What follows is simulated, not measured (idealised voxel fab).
Process module heading - voxel capacitor over wiring
Square cell edge 5 nm, section width 155 nm, ID cut.
Heads up, the way a cross-section reads in here is a grid of square cells, handed over as bands from the top down, with every band being one or more rows of cells.
First you get the band's top height and its bottom height, in nm, and then the materials it's made of, left to right, with each width in nm. If you see a single material with "full width", that one covers the band edge to edge. "blank" is empty space.
Height is counted from the level 0, under which the received wafer is composed throughout of one material. The lowest of the bands is not closed at the bottom but continues downward, in the notation "top 0, no bottom".
Read "30..40" as a graded width: first number on top, second number at the bottom, same change between each pair of neighbouring rows.
Where the words "no alterations made" appear for a step, the cross-section shows no cell changed by that step; every cell remained as before.
Any empty space of 8 cells or more lacking an open way to the top shows up in "Enclosed void entries" as width x height at distance, distance from the left edge, in nm.
Text after the settings on a step's line: the simulator's own remark on that step.
overlay nm: step with mask; distance mask lay right of planned place; negative value = left of planned place.
So here's the lineup of process steps we planned:
1: RECEIVE,material Si
2: CONFORMAL_DEP,material SiO2,thk nm 15
3: CONFORMAL_DEP,material SiCN,thk nm 5
4: DIRECTIONAL_DEP,material SiO2,thk nm 20
5: DIRECTIONAL_DEP,material aC,thk nm 10
6: PATTERN,tone open,mask id METAL_1,material resist,width nm 30,pitch nm 85,thk nm 30,overlay nm 0
7: DIRECTIONAL_ETCH,etch materials aC,depth nm 10
8: STRIP,etch materials resist
9: DIRECTIONAL_ETCH,etch materials SiO2,depth nm 20
10: DIRECTIONAL_ETCH,etch materials SiCN,depth nm 5
11: STRIP,etch materials aC
12: CONFORMAL_DEP,material TiN,thk nm 5
13: FILL_DEP,material Cu,thk nm 10
14: CMP,height nm 40
15: EPI,material Ru,thk nm 5
16: FILL_DEP,material SiCN,thk nm 5
17: DIRECTIONAL_DEP,material lowk,thk nm 20
18: DIRECTIONAL_DEP,material aC,thk nm 10
19: PATTERN,tone open,mask id PLUG_1,material resist,width nm 15,thk nm 30,overlay nm 0
20: DIRECTIONAL_ETCH,etch materials aC,depth nm 10
21: STRIP,etch materials resist
22: DIRECTIONAL_ETCH,etch materials lowk,depth nm 20
23: DIRECTIONAL_ETCH,etch materials SiCN,depth nm 5
24: STRIP,etch materials aC
25: EPI,material Ru,thk nm 10
26: EPI,material Ru,thk nm 10
27: EPI,material Ru,thk nm 5
28: DIRECTIONAL_DEP,material TiN,thk nm 5
29: DIRECTIONAL_DEP,material HfO2,thk nm 5
30: DIRECTIONAL_DEP,material TiN,thk nm 5
31: PATTERN,tone cover,mask id UPPER_PLATE,material resist,width nm 60,thk nm 15,overlay nm 0
32: DIRECTIONAL_ETCH,etch materials TiN,depth nm 5
33: DIRECTIONAL_ETCH,etch materials HfO2,depth nm 5
34: STRIP,etch materials resist
35: DIRECTIONAL_DEP,material aC,thk nm 15
36: PATTERN,tone cover,mask id LOWER_PLATE,material resist,width nm 70,thk nm 35,overlay nm 0
37: DIRECTIONAL_ETCH,etch materials aC,depth nm 15
38: STRIP,etch materials resist
39: DIRECTIONAL_ETCH,etch materials TiN,depth nm 5
40: STRIP,etch materials aC
41: FILL_DEP,material SiO2,thk nm 15
42: CMP,height nm 95
43: MASKED_ETCH,tone open,mask id PLUG_2,width nm 15,etch materials SiO2,depth nm 10,overlay nm 0
44: CONFORMAL_DEP,material TiN,thk nm 5
45: FILL_DEP,material W,thk nm 10
46: CMP,height nm 95
47: CONFORMAL_DEP,material SiCN,thk nm 5
first wafer, as planned:
Cross-sectional view of the wafer in its as-received condition, corresponding to the state after step 1:
top 0, no bottom = Si full width
Enclosed void entries: none
Once step 2 is through, the wafer looks like this in cross-section:
top 15, bottom 0 = SiO2 full width
Nothing below the height 0 has changed.
Once step 3 is through, the wafer looks like this in cross-section:
top 20, bottom 15 = SiCN full width
Nothing below the height 15 has changed.
Once step 4 is through, the wafer looks like this in cross-section:
top 40, bottom 20 = SiO2 full width
Nothing below the height 20 has changed.
Once step 5 is through, the wafer looks like this in cross-section:
top 50, bottom 40 = aC full width
Nothing below the height 40 has changed.
Once step 6 is through, the wafer looks like this in cross-section:
top 80, bottom 50 = 20 nm resist | 30 nm blank | 55 nm resist | 30 nm blank | 20 nm resist
Nothing below the height 50 has changed.
Once step 7 is through, the wafer looks like this in cross-section:
top 70, bottom 50 = 20 nm resist | 30 nm blank | 55 nm resist | 30 nm blank | 20 nm resist
top 50, bottom 40 = 20 nm aC | 30 nm blank | 55 nm aC | 30 nm blank | 20 nm aC
Nothing below the height 40 has changed.
Once step 8 is through, the wafer looks like this in cross-section:
top 50, bottom 40 = 20 nm aC | 30 nm blank | 55 nm aC | 30 nm blank | 20 nm aC
Nothing below the height 40 has changed.
Once step 9 is through, the wafer looks like this in cross-section:
top 50, bottom 40 = 20 nm aC | 30 nm blank | 55 nm aC | 30 nm blank | 20 nm aC
top 40, bottom 20 = 20 nm SiO2 | 30 nm blank | 55 nm SiO2 | 30 nm blank | 20 nm SiO2
Nothing below the height 20 has changed.
Once step 10 is through, the wafer looks like this in cross-section:
top 50, bottom 40 = 20 nm aC | 30 nm blank | 55 nm aC | 30 nm blank | 20 nm aC
top 40, bottom 20 = 20 nm SiO2 | 30 nm blank | 55 nm SiO2 | 30 nm blank | 20 nm SiO2
top 20, bottom 15 = 20 nm SiCN | 30 nm blank | 55 nm SiCN | 30 nm blank | 20 nm SiCN
Nothing below the height 15 has changed.
Once step 11 is through, the wafer looks like this in cross-section:
top 40, bottom 20 = 20 nm SiO2 | 30 nm blank | 55 nm SiO2 | 30 nm blank | 20 nm SiO2
Nothing below the height 20 has changed.
Once step 12 is through, the wafer looks like this in cross-section:
top 45, bottom 40 = 25 nm TiN | 20 nm blank | 65 nm TiN | 20 nm blank | 25 nm TiN
top 40, bottom 20 = 20 nm SiO2 | 5 nm TiN | 20 nm blank | 5 nm TiN | 55 nm SiO2 | 5 nm TiN | 20 nm blank | 5 nm TiN | 20 nm SiO2
top 20, bottom 15 = 20 nm SiCN | 30 nm TiN | 55 nm SiCN | 30 nm TiN | 20 nm SiCN
Nothing below the height 15 has changed.
Once step 13 is through, the wafer looks like this in cross-section:
top 55, bottom 45 = Cu full width
top 45, bottom 40 = 25 nm TiN | 20 nm Cu | 65 nm TiN | 20 nm Cu | 25 nm TiN
top 40, bottom 20 = 20 nm SiO2 | 5 nm TiN | 20 nm Cu | 5 nm TiN | 55 nm SiO2 | 5 nm TiN | 20 nm Cu | 5 nm TiN | 20 nm SiO2
Nothing below the height 20 has changed.
Once step 14 is through, the wafer looks like this in cross-section:
top 40, bottom 20 = 20 nm SiO2 | 5 nm TiN | 20 nm Cu | 5 nm TiN | 55 nm SiO2 | 5 nm TiN | 20 nm Cu | 5 nm TiN | 20 nm SiO2
Nothing below the height 20 has changed.
Once step 15 is through, the wafer looks like this in cross-section:
top 45, bottom 40 = 15 nm blank | 40 nm Ru | 45 nm blank | 40 nm Ru | 15 nm blank
Nothing below the height 40 has changed.
Once step 16 is through, the wafer looks like this in cross-section:
top 50, bottom 45 = SiCN full width
top 45, bottom 40 = 15 nm SiCN | 40 nm Ru | 45 nm SiCN | 40 nm Ru | 15 nm SiCN
Nothing below the height 40 has changed.
Once step 17 is through, the wafer looks like this in cross-section:
top 70, bottom 50 = lowk full width
Nothing below the height 50 has changed.
Once step 18 is through, the wafer looks like this in cross-section:
top 80, bottom 70 = aC full width
Nothing below the height 70 has changed.
Once step 19 is through, the wafer looks like this in cross-section:
top 110, bottom 80 = 35 nm resist | 15 nm blank | 105 nm resist
Nothing below the height 80 has changed.
Once step 20 is through, the wafer looks like this in cross-section:
top 100, bottom 80 = 35 nm resist | 15 nm blank | 105 nm resist
top 80, bottom 70 = 35 nm aC | 15 nm blank | 105 nm aC
Nothing below the height 70 has changed.
Once step 21 is through, the wafer looks like this in cross-section:
top 80, bottom 70 = 35 nm aC | 15 nm blank | 105 nm aC
Nothing below the height 70 has changed.
Once step 22 is through, the wafer looks like this in cross-section:
top 80, bottom 70 = 35 nm aC | 15 nm blank | 105 nm aC
top 70, bottom 50 = 35 nm lowk | 15 nm blank | 105 nm lowk
Nothing below the height 50 has changed.
Once step 23 is through, the wafer looks like this in cross-section:
top 80, bottom 70 = 35 nm aC | 15 nm blank | 105 nm aC
top 70, bottom 50 = 35 nm lowk | 15 nm blank | 105 nm lowk
top 50, bottom 45 = 35 nm SiCN | 15 nm blank | 105 nm SiCN
Nothing below the height 45 has changed.
Once step 24 is through, the wafer looks like this in cross-section:
top 70, bottom 50 = 35 nm lowk | 15 nm blank | 105 nm lowk
Nothing below the height 50 has changed.
Once step 25 is through, the wafer looks like this in cross-section:
top 70, bottom 55 = 35 nm lowk | 15 nm blank | 105 nm lowk
top 55, bottom 50 = 35 nm lowk | 15 nm Ru | 105 nm lowk
top 50, bottom 45 = 35 nm SiCN | 15 nm Ru | 105 nm SiCN
Nothing below the height 45 has changed.
Once step 26 is through, the wafer looks like this in cross-section:
top 70, bottom 65 = 35 nm lowk | 15 nm blank | 105 nm lowk
top 65, bottom 50 = 35 nm lowk | 15 nm Ru | 105 nm lowk
Nothing below the height 50 has changed.
Once step 27 is through, the wafer looks like this in cross-section:
top 70, bottom 50 = 35 nm lowk | 15 nm Ru | 105 nm lowk
Nothing below the height 50 has changed.
Once step 28 is through, the wafer looks like this in cross-section:
top 75, bottom 70 = TiN full width
Nothing below the height 70 has changed.
Once step 29 is through, the wafer looks like this in cross-section:
top 80, bottom 75 = HfO2 full width
Nothing below the height 75 has changed.
Once step 30 is through, the wafer looks like this in cross-section:
top 85, bottom 80 = TiN full width
Nothing below the height 80 has changed.
Once step 31 is through, the wafer looks like this in cross-section:
top 100, bottom 85 = 35 nm blank | 60 nm resist | 60 nm blank
Nothing below the height 85 has changed.
Once step 32 is through, the wafer looks like this in cross-section:
top 100, bottom 85 = 35 nm blank | 60 nm resist | 60 nm blank
top 85, bottom 80 = 35 nm blank | 60 nm TiN | 60 nm blank
Nothing below the height 80 has changed.
Once step 33 is through, the wafer looks like this in cross-section:
top 100, bottom 85 = 35 nm blank | 60 nm resist | 60 nm blank
top 85, bottom 80 = 35 nm blank | 60 nm TiN | 60 nm blank
top 80, bottom 75 = 35 nm blank | 60 nm HfO2 | 60 nm blank
Nothing below the height 75 has changed.
Once step 34 is through, the wafer looks like this in cross-section:
top 85, bottom 80 = 35 nm blank | 60 nm TiN | 60 nm blank
Nothing below the height 80 has changed.
Once step 35 is through, the wafer looks like this in cross-section:
top 100, bottom 90 = 35 nm blank | 60 nm aC | 60 nm blank
top 90, bottom 85 = aC full width
top 85, bottom 80 = 35 nm aC | 60 nm TiN | 60 nm aC
top 80, bottom 75 = 35 nm aC | 60 nm HfO2 | 60 nm aC
Nothing below the height 75 has changed.
Once step 36 is through, the wafer looks like this in cross-section:
top 135, bottom 100 = 30 nm blank | 70 nm resist | 55 nm blank
top 100, bottom 90 = 30 nm blank | 5 nm resist | 60 nm aC | 5 nm resist | 55 nm blank
Nothing below the height 90 has changed.
Once step 37 is through, the wafer looks like this in cross-section:
top 120, bottom 100 = 30 nm blank | 70 nm resist | 55 nm blank
top 100, bottom 90 = 30 nm blank | 5 nm resist | 60 nm aC | 5 nm resist | 55 nm blank
top 90, bottom 85 = 30 nm blank | 70 nm aC | 55 nm blank
top 85, bottom 80 = 30 nm blank | 5 nm aC | 60 nm TiN | 5 nm aC | 55 nm blank
top 80, bottom 75 = 30 nm blank | 5 nm aC | 60 nm HfO2 | 5 nm aC | 55 nm blank
Nothing below the height 75 has changed.
Once step 38 is through, the wafer looks like this in cross-section:
top 100, bottom 90 = 35 nm blank | 60 nm aC | 60 nm blank
Nothing below the height 90 has changed.
Once step 39 is through, the wafer looks like this in cross-section:
top 100, bottom 90 = 35 nm blank | 60 nm aC | 60 nm blank
top 90, bottom 85 = 30 nm blank | 70 nm aC | 55 nm blank
top 85, bottom 80 = 30 nm blank | 5 nm aC | 60 nm TiN | 5 nm aC | 55 nm blank
top 80, bottom 75 = 30 nm blank | 5 nm aC | 60 nm HfO2 | 5 nm aC | 55 nm blank
top 75, bottom 70 = 30 nm blank | 70 nm TiN | 55 nm blank
Nothing below the height 70 has changed.
Once step 40 is through, the wafer looks like this in cross-section:
top 85, bottom 80 = 35 nm blank | 60 nm TiN | 60 nm blank
top 80, bottom 75 = 35 nm blank | 60 nm HfO2 | 60 nm blank
Nothing below the height 75 has changed.
Once step 41 is through, the wafer looks like this in cross-section:
top 100, bottom 85 = SiO2 full width
top 85, bottom 80 = 35 nm SiO2 | 60 nm TiN | 60 nm SiO2
top 80, bottom 75 = 35 nm SiO2 | 60 nm HfO2 | 60 nm SiO2
top 75, bottom 70 = 30 nm SiO2 | 70 nm TiN | 55 nm SiO2
Nothing below the height 70 has changed.
Once step 42 is through, the wafer looks like this in cross-section:
top 95, bottom 85 = SiO2 full width
Nothing below the height 85 has changed.
Once step 43 is through, the wafer looks like this in cross-section:
top 95, bottom 85 = 45 nm SiO2 | 15 nm blank | 95 nm SiO2
Nothing below the height 85 has changed.
Once step 44 is through, the wafer looks like this in cross-section:
top 100, bottom 95 = 50 nm TiN | 5 nm blank | 100 nm TiN
top 95, bottom 90 = 45 nm SiO2 | 5 nm TiN | 5 nm blank | 5 nm TiN | 95 nm SiO2
top 90, bottom 80 = 45..35 nm SiO2 | 15..60 nm TiN | 95..60 nm SiO2
Nothing below the height 80 has changed.
Once step 45 is through, the wafer looks like this in cross-section:
top 110, bottom 100 = W full width
top 100, bottom 95 = 50 nm TiN | 5 nm W | 100 nm TiN
top 95, bottom 90 = 45 nm SiO2 | 5 nm TiN | 5 nm W | 5 nm TiN | 95 nm SiO2
Nothing below the height 90 has changed.
Once step 46 is through, the wafer looks like this in cross-section:
top 95, bottom 90 = 45 nm SiO2 | 5 nm TiN | 5 nm W | 5 nm TiN | 95 nm SiO2
Nothing below the height 90 has changed.
Once step 47 is through, the wafer looks like this in cross-section:
top 100, bottom 95 = SiCN full width
Nothing below the height 95 has changed.
The second wafer began exactly as the first did and followed the same plan, but one mistake was made while running it; through step 16 inclusive, the two wafers are identical:
Second wafer shown in cross-section at the time step 17 was slated to end:
top 90, bottom 50 = lowk full width
Nothing below the height 50 has changed.
Second wafer shown in cross-section at the time step 18 was slated to end:
top 100, bottom 90 = aC full width
Nothing below the height 90 has changed.
Second wafer shown in cross-section at the time step 19 was slated to end:
top 130, bottom 100 = 35 nm resist | 15 nm blank | 105 nm resist
Nothing below the height 100 has changed.
Second wafer shown in cross-section at the time step 20 was slated to end:
top 120, bottom 100 = 35 nm resist | 15 nm blank | 105 nm resist
top 100, bottom 90 = 35 nm aC | 15 nm blank | 105 nm aC
Nothing below the height 90 has changed.
Second wafer shown in cross-section at the time step 21 was slated to end:
top 100, bottom 90 = 35 nm aC | 15 nm blank | 105 nm aC
Nothing below the height 90 has changed.
Second wafer shown in cross-section at the time step 22 was slated to end:
top 100, bottom 90 = 35 nm aC | 15 nm blank | 105 nm aC
top 90, bottom 70 = 35 nm lowk | 15 nm blank | 105 nm lowk
Nothing below the height 70 has changed.
Second wafer shown in cross-section at the time step 23 was slated to end: no alterations made
Second wafer shown in cross-section at the time step 24 was slated to end:
top 90, bottom 70 = 35 nm lowk | 15 nm blank | 105 nm lowk
Nothing below the height 70 has changed.
Second wafer shown in cross-section at the time step 25 was slated to end: no alterations made
Second wafer shown in cross-section at the time step 26 was slated to end: no alterations made
Second wafer shown in cross-section at the time step 27 was slated to end: no alterations made
Second wafer shown in cross-section at the time step 28 was slated to end:
top 95, bottom 90 = 35 nm TiN | 15 nm blank | 105 nm TiN
top 90, bottom 75 = 35 nm lowk | 15 nm blank | 105 nm lowk
top 75, bottom 70 = 35 nm lowk | 15 nm TiN | 105 nm lowk
Nothing below the height 70 has changed.
Second wafer shown in cross-section at the time step 29 was slated to end:
top 100, bottom 95 = 35 nm HfO2 | 15 nm blank | 105 nm HfO2
top 95, bottom 90 = 35 nm TiN | 15 nm blank | 105 nm TiN
top 90, bottom 80 = 35 nm lowk | 15 nm blank | 105 nm lowk
top 80, bottom 75 = 35 nm lowk | 15 nm HfO2 | 105 nm lowk
Nothing below the height 75 has changed.
Second wafer shown in cross-section at the time step 30 was slated to end:
top 105, bottom 100 = 35 nm TiN | 15 nm blank | 105 nm TiN
top 100, bottom 95 = 35 nm HfO2 | 15 nm blank | 105 nm HfO2
top 95, bottom 90 = 35 nm TiN | 15 nm blank | 105 nm TiN
top 90, bottom 85 = 35 nm lowk | 15 nm blank | 105 nm lowk
top 85, bottom 80 = 35 nm lowk | 15 nm TiN | 105 nm lowk
Nothing below the height 80 has changed.
Second wafer shown in cross-section at the time step 31 was slated to end:
top 120, bottom 105 = 35 nm blank | 60 nm resist | 60 nm blank
top 105, bottom 100 = 35 nm TiN | 15 nm resist | 105 nm TiN
top 100, bottom 95 = 35 nm HfO2 | 15 nm resist | 105 nm HfO2
top 95, bottom 90 = 35 nm TiN | 15 nm resist | 105 nm TiN
top 90, bottom 85 = 35 nm lowk | 15 nm resist | 105 nm lowk
Nothing below the height 85 has changed.
Second wafer shown in cross-section at the time step 32 was slated to end:
top 120, bottom 105 = 35 nm blank | 60 nm resist | 60 nm blank
top 105, bottom 100 = 35 nm blank | 15 nm resist | 45 nm TiN | 60 nm blank
Nothing below the height 100 has changed.
Second wafer shown in cross-section at the time step 33 was slated to end:
top 120, bottom 105 = 35 nm blank | 60 nm resist | 60 nm blank
top 105, bottom 100 = 35 nm blank | 15 nm resist | 45 nm TiN | 60 nm blank
top 100, bottom 95 = 35 nm blank | 15 nm resist | 45 nm HfO2 | 60 nm blank
Nothing below the height 95 has changed.
Second wafer shown in cross-section at the time step 34 was slated to end:
top 105, bottom 100 = 50 nm blank | 45 nm TiN | 60 nm blank
top 100, bottom 95 = 50 nm blank | 45 nm HfO2 | 60 nm blank
top 95, bottom 90 = 35 nm TiN | 15 nm blank | 105 nm TiN
top 90, bottom 85 = 35 nm lowk | 15 nm blank | 105 nm lowk
Nothing below the height 85 has changed.
Second wafer shown in cross-section at the time step 35 was slated to end:
top 120, bottom 110 = 50 nm blank | 45 nm aC | 60 nm blank
top 110, bottom 105 = 35 nm aC | 15 nm blank | 105 nm aC
top 105, bottom 100 = 35 nm aC | 15 nm blank | 45 nm TiN | 60 nm aC
top 100, bottom 95 = 50 nm aC | 45 nm HfO2 | 60 nm aC
top 95, bottom 90 = 35 nm TiN | 15 nm aC | 105 nm TiN
top 90, bottom 85 = 35 nm lowk | 15 nm aC | 105 nm lowk
Nothing below the height 85 has changed.
Second wafer shown in cross-section at the time step 36 was slated to end:
top 155, bottom 120 = 30 nm blank | 70 nm resist | 55 nm blank
top 120, bottom 110 = 30 nm blank | 20 nm resist | 45 nm aC | 5 nm resist | 55 nm blank
top 110, bottom 105 = 35 nm aC | 15 nm resist | 105 nm aC
top 105, bottom 100 = 35 nm aC | 15 nm resist | 45 nm TiN | 60 nm aC
Nothing below the height 100 has changed.
Second wafer shown in cross-section at the time step 37 was slated to end:
top 140, bottom 120 = 30 nm blank | 70 nm resist | 55 nm blank
top 120, bottom 110 = 30 nm blank | 20 nm resist | 45 nm aC | 5 nm resist | 55 nm blank
top 110, bottom 105 = 30 nm blank | 5 nm aC | 15 nm resist | 50 nm aC | 55 nm blank
top 105, bottom 100 = 30 nm blank | 5 nm aC | 15 nm resist | 45 nm TiN | 5 nm aC | 55 nm blank
top 100, bottom 95 = 30 nm blank | 20 nm aC | 45 nm HfO2 | 5 nm aC | 55 nm blank
Nothing below the height 95 has changed.
Second wafer shown in cross-section at the time step 38 was slated to end:
top 120, bottom 110 = 50 nm blank | 45 nm aC | 60 nm blank
top 110, bottom 105 = 30 nm blank | 5 nm aC | 15 nm blank | 50 nm aC | 55 nm blank
top 105, bottom 100 = 30 nm blank | 5 nm aC | 15 nm blank | 45 nm TiN | 5 nm aC | 55 nm blank
Nothing below the height 100 has changed.
Second wafer shown in cross-section at the time step 39 was slated to end:
top 120, bottom 110 = 50 nm blank | 45 nm aC | 60 nm blank
top 110, bottom 105 = 30 nm blank | 5 nm aC | 15 nm blank | 50 nm aC | 55 nm blank
top 105, bottom 100 = 30 nm blank | 5 nm aC | 15 nm blank | 45 nm TiN | 5 nm aC | 55 nm blank
top 100, bottom 95 = 30 nm blank | 20 nm aC | 45 nm HfO2 | 5 nm aC | 55 nm blank
top 95, bottom 90 = 30 nm blank | 5 nm TiN | 15 nm aC | 50 nm TiN | 55 nm blank
Nothing below the height 90 has changed.
Second wafer shown in cross-section at the time step 40 was slated to end:
top 105, bottom 100 = 50 nm blank | 45 nm TiN | 60 nm blank
top 100, bottom 95 = 50 nm blank | 45 nm HfO2 | 60 nm blank
top 95, bottom 90 = 30 nm blank | 5 nm TiN | 15 nm blank | 50 nm TiN | 55 nm blank
top 90, bottom 85 = 35 nm lowk | 15 nm blank | 105 nm lowk
Nothing below the height 85 has changed.
Second wafer shown in cross-section at the time step 41 was slated to end:
top 120, bottom 105 = SiO2 full width
top 105, bottom 100 = 50 nm SiO2 | 45 nm TiN | 60 nm SiO2
top 100, bottom 95 = 50 nm SiO2 | 45 nm HfO2 | 60 nm SiO2
top 95, bottom 90 = 30 nm SiO2 | 5 nm TiN | 15 nm SiO2 | 50 nm TiN | 55 nm SiO2
top 90, bottom 85 = 35 nm lowk | 15 nm SiO2 | 105 nm lowk
Nothing below the height 85 has changed.
Second wafer shown in cross-section at the time step 42 was slated to end:
top 95, bottom 90 = 30 nm SiO2 | 5 nm TiN | 15 nm SiO2 | 50 nm TiN | 55 nm SiO2
Nothing below the height 90 has changed.
Second wafer shown in cross-section at the time step 43 was slated to end:
top 95, bottom 90 = 30 nm SiO2 | 5 nm TiN | 10 nm SiO2 | 5 nm blank | 50 nm TiN | 55 nm SiO2
top 90, bottom 85 = 35 nm lowk | 10 nm SiO2 | 5 nm blank | 105 nm lowk
Nothing below the height 85 has changed.
Second wafer shown in cross-section at the time step 44 was slated to end:
top 100, bottom 95 = TiN full width
top 95, bottom 90 = 30 nm SiO2 | 5 nm TiN | 10 nm SiO2 | 55 nm TiN | 55 nm SiO2
top 90, bottom 85 = 35 nm lowk | 10 nm SiO2 | 5 nm TiN | 105 nm lowk
Nothing below the height 85 has changed.
Second wafer shown in cross-section at the time step 45 was slated to end:
top 110, bottom 100 = W full width
Nothing below the height 100 has changed.
Second wafer shown in cross-section at the time step 46 was slated to end:
top 95, bottom 90 = 30 nm SiO2 | 5 nm TiN | 10 nm SiO2 | 55 nm TiN | 55 nm SiO2
Nothing below the height 90 has changed.
Second wafer shown in cross-section at the time step 47 was slated to end:
top 100, bottom 95 = SiCN full width
Nothing below the height 95 has changed.
The plan and the run diverged here: step 17 of the plan saw execution twice
Heads up, by the end the second wafer has more or fewer cells of some materials compared to the first: HfO2 -9, Ru -15, SiCN +3, SiO2 -90, TiN -12, W -1, lowk +124
